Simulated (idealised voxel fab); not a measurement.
process module | voxel gate over fins
cross-section cut | 285 nm wide | cells 5 nm
A cross-section is a grid of square cells, given in bands from the top down. A band is one or more rows of cells.
Each band's line starts with the height of the band's top and of its bottom, in nm. Then come its materials from left to right, each with its width in nm. One material with "throughout" fills the band from edge to edge. "air" is empty space.
Height 0 is the level under which the wafer as received is all one material. The lowest band goes on downwards, as in "0 down".
A width such as "30 to 40" changes by the same amount from each row of cells to the next, from the band's top row to its bottom row.
"no change" after a step means that no cell of the cross-section changed.
closed voids: empty space of 8 cells or more with no open way to the top, each as width x height at its distance from the left edge, in nm
after a step's settings: what the simulator itself notes on the step
overlay nm, on a step with a mask: how far to the right of its planned place the mask lay; to the left if negative
plan
1 op RECEIVE | material Si
2 op CONFORMAL_DEP | material SiN | thk nm 5
3 op MASKED_ETCH | tone cover | mask id FINS | width nm 15 | pitch nm 60 | etch materials SiN | depth nm 5 | overlay nm 0
4 op MASKED_ETCH | tone cover | mask id FINS | width nm 15 | pitch nm 60 | etch materials Si | depth nm 35 | overlay nm 0
5 op OXIDIZE | depth nm 5
6 op FILL_DEP | material SiO2 | thk nm 5
7 op CMP | height nm 5
8 op PATTERN | tone open | mask id RAIL | material resist | width nm 15 | thk nm 20 | overlay nm 0
9 op DIRECTIONAL_ETCH | etch materials SiO2 | depth nm 35
10 op STRIP | etch materials resist
11 op CONFORMAL_DEP | material TiN | thk nm 5
12 op FILL_DEP | material W | thk nm 10
13 op CMP | height nm 5
14 op SELECTIVE_ETCH | etch materials W Ru TiN | depth nm 30
15 op FILL_DEP | material SiO2 | thk nm 5
16 op CMP | height nm 5
17 op SELECTIVE_ETCH | etch materials SiO2 | depth nm 20
18 op STRIP | etch materials SiN
19 op CONFORMAL_DEP | material HfO2 | thk nm 5
20 op CONFORMAL_DEP | material TiN | thk nm 5
21 op FILL_DEP | material W | thk nm 10
22 op CMP | height nm 15
23 op CONFORMAL_DEP | material SiN | thk nm 10
as received, after step 1
  0 down: Si throughout
  closed voids: none
a wafer at the end: this start, this plan, one mistake
  25 to 15: SiN throughout
  15 to 10: W throughout
  10 to 5: W 30 | TiN 25 | W 35 | TiN 25 | W 35 | TiN 25 | W 35 | TiN 25 | W 50
  5 to 0: W 30 | TiN 5 | HfO2 15 | TiN 15 | W 25 | TiN 5 | HfO2 15 | TiN 15 | W 25 | TiN 5 | HfO2 15 | TiN 15 | W 25 | TiN 5 | HfO2 15 | TiN 15 | W 40
  0 to -5: W 30 | TiN 5 | HfO2 5 | Si 5 | HfO2 15 | TiN 5 | W 25 | TiN 5 | HfO2 5 | Si 5 | HfO2 15 | TiN 5 | W 25 | TiN 5 | HfO2 5 | Si 5 | HfO2 15 | TiN 5 | W 25 | TiN 5 | HfO2 5 | Si 5 | HfO2 15 | TiN 5 | W 40
  -5 to -10: TiN 35 | HfO2 5 | Si 15 | HfO2 5 | TiN 35 | HfO2 5 | Si 15 | HfO2 5 | TiN 35 | HfO2 5 | Si 15 | HfO2 5 | TiN 35 | HfO2 5 | Si 15 | HfO2 5 | TiN 45
  -10 to -15: HfO2 40 | Si 15 | HfO2 45 | Si 15 | HfO2 45 | Si 15 | HfO2 45 | Si 15 | HfO2 50
  -15 to -25: SiO2 40 | Si 15 | SiO2 45 | Si 15 | SiO2 45 | Si 15 | SiO2 45 | Si 15 | SiO2 50
  -25 to -30: SiO2 40 | Si 15 | SiO2 20 | TiN 15 | SiO2 10 | Si 15 | SiO2 45 | Si 15 | SiO2 45 | Si 15 | SiO2 50
  -30 to -40: SiO2 40 | Si 15 | SiO2 45 | Si 15 | SiO2 45 | Si 15 | SiO2 45 | Si 15 | SiO2 50
  -40 down: Si throughout
  closed voids: none
what went wrong: step 3 ran as: op MASKED_ETCH | tone cover | mask id FINS | width nm 15 | pitch nm 60 | etch materials SiN | depth nm 5 | overlay nm -10
